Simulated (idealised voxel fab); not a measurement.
You're looking at the process module voxel released beams.
Shown is cross-section cut, with a width of 295 nm and square cells of size 5 nm.
If you're reading a cross-section in this doc, picture square cells in a grid; it comes to you as bands, top ones listed first down to the bottom, and a band can be one or more rows of cells. The band entry comprises the height of the band's top followed by the height of its bottom, expressed in nm, and subsequently the band's materials from left to right, each stated together with its width in nm. Where a single material is marked with the word "throughout", that material fills the band from edge to edge. The word "empty" represents empty space. Counting heights begins at 0, where everything beneath is, in the wafer as received, one material. The lowest band has no bottom; it goes on downwards, as "top 0, no bottom" shows. Width: "30..40" (first number = top row, second number = bottom row, same change from row to row of cells). Where the words "stayed the same" appear for a step, the cross-section shows no cell changed by that step; every cell remained as before. In the "Closed empty spaces" entry, you get each enclosed empty space of 8 cells or more, one with no open way to the top, written width x height at distance, distance from the left edge, in nm. On each step's line, the part that comes after the settings is the simulator's own comment on the step. The optional step-line setting "overlay nm" applies to steps with a mask and quantifies how far to the right of its planned location the mask lay, a negative value indicating leftward placement. From here on the document is pairs. In a pair, the cross-section before one process step comes with the cross-section after it, and the latter goes no deeper than the lowest band that changed. What lies in between, the step and its settings, is written under the pair. A pair may be from a different run of this module on the same starting wafer than the pair above it, so it continues from that pair only where its entry headed "Pre-step cross-section" says so.

-- Pre-step cross-section
* top 55, bottom 35: 100 nm empty, 40 nm resist, 155 nm empty
* top 35, bottom 20: 100 nm empty, 40 nm aC, 155 nm empty
* top 20, bottom 5: SiO2 throughout
* top 5, bottom 0: Al2O3 throughout
* top 0, no bottom: Si throughout
* Closed empty spaces: none

-- after
* top 35, bottom 20: 100 nm empty, 40 nm aC, 155 nm empty
* Nothing below the height 20 has changed.
* Closed empty spaces: none
Between before and after above, the operation and settings are STRIP: etch materials resist

Pre-step cross-section: the wafer arrives at this step looking as the after cross-section in the pair just above shows it.

-- after
* top 35, bottom 20: 100 nm empty, 40 nm aC, 155 nm empty
* top 20, bottom 5: 100 nm empty, 40 nm SiO2, 155 nm empty
* Nothing below the height 5 has changed.
* Closed empty spaces: none
Between before and after above, the operation and settings are DIRECTIONAL_ETCH: etch materials SiO2, depth nm 15

Pre-step cross-section: the wafer arrives at this step looking as the after cross-section in the pair just above shows it.

-- after
* top 20, bottom 5: 100 nm empty, 40 nm SiO2, 155 nm empty
* Nothing below the height 5 has changed.
* Closed empty spaces: none
Between before and after above, the operation and settings are STRIP: etch materials aC

Pre-step cross-section: the wafer arrives at this step looking as the after cross-section in the pair just above shows it.

-- after
* top 35, bottom 20: 85 nm empty, 70 nm SiN, 140 nm empty
* top 20, bottom 5: 100 nm SiN, 40 nm SiO2, 155 nm SiN
* Nothing below the height 5 has changed.
* Closed empty spaces: none
Between before and after above, the operation and settings are CONFORMAL_DEP: material SiN, thk nm 15

Pre-step cross-section: the wafer arrives at this step looking as the after cross-section in the pair just above shows it.

-- after
* top 50, bottom 35: 85 nm empty, 70 nm aC, 140 nm empty
* top 35, bottom 20: 85 nm aC, 70 nm SiN, 140 nm aC
* Nothing below the height 20 has changed.
* Closed empty spaces: none
Between before and after above, the operation and settings are DIRECTIONAL_DEP: material aC, thk nm 15

Pre-step cross-section: the wafer arrives at this step looking as the after cross-section in the pair just above shows it.

-- after
* top 80, bottom 50: 95 nm empty, 95 nm resist, 105 nm empty
* top 50, bottom 35: 85 nm empty, 70 nm aC, 35 nm resist, 105 nm empty
* Nothing below the height 35 has changed.
* Closed empty spaces: none
Between before and after above, the operation and settings are PATTERN: tone cover, mask id BEAM, material resist, width nm 95, thk nm 30, overlay nm 0

Pre-step cross-section: the wafer arrives at this step looking as the after cross-section in the pair just above shows it.

-- after
* top 65, bottom 50: 95 nm empty, 95 nm resist, 105 nm empty
* top 50, bottom 35: 95 nm empty, 60 nm aC, 35 nm resist, 105 nm empty
* top 35, bottom 20: 85 nm empty, 70 nm SiN, 35 nm aC, 105 nm empty
* Nothing below the height 20 has changed.
* Closed empty spaces: none
Between before and after above, the operation and settings are DIRECTIONAL_ETCH: etch materials aC, depth nm 15

Pre-step cross-section: the wafer arrives at this step looking as the after cross-section in the pair just above shows it.

-- after
* top 50, bottom 35: 95 nm empty, 60 nm aC, 140 nm empty
* Nothing below the height 35 has changed.
* Closed empty spaces: none
Between before and after above, the operation and settings are STRIP: etch materials resist

Pre-step cross-section: the wafer arrives at this step looking as the after cross-section in the pair just above shows it.

-- after
* top 50, bottom 35: 95 nm empty, 60 nm aC, 140 nm empty
* top 35, bottom 20: 95 nm empty, 60 nm SiN, 35 nm aC, 105 nm empty
* top 20, bottom 5: 85 nm empty, 15 nm SiN, 40 nm SiO2, 50 nm SiN, 105 nm empty
* Nothing below the height 5 has changed.
* Closed empty spaces: none
Between before and after above, the operation and settings are DIRECTIONAL_ETCH: etch materials SiN, depth nm 15

Pre-step cross-section: the wafer arrives at this step looking as the after cross-section in the pair just above shows it.

-- after
* top 35, bottom 20: 95 nm empty, 60 nm SiN, 140 nm empty
* Nothing below the height 20 has changed.
* Closed empty spaces: none
Between before and after above, the operation and settings are STRIP: etch materials aC
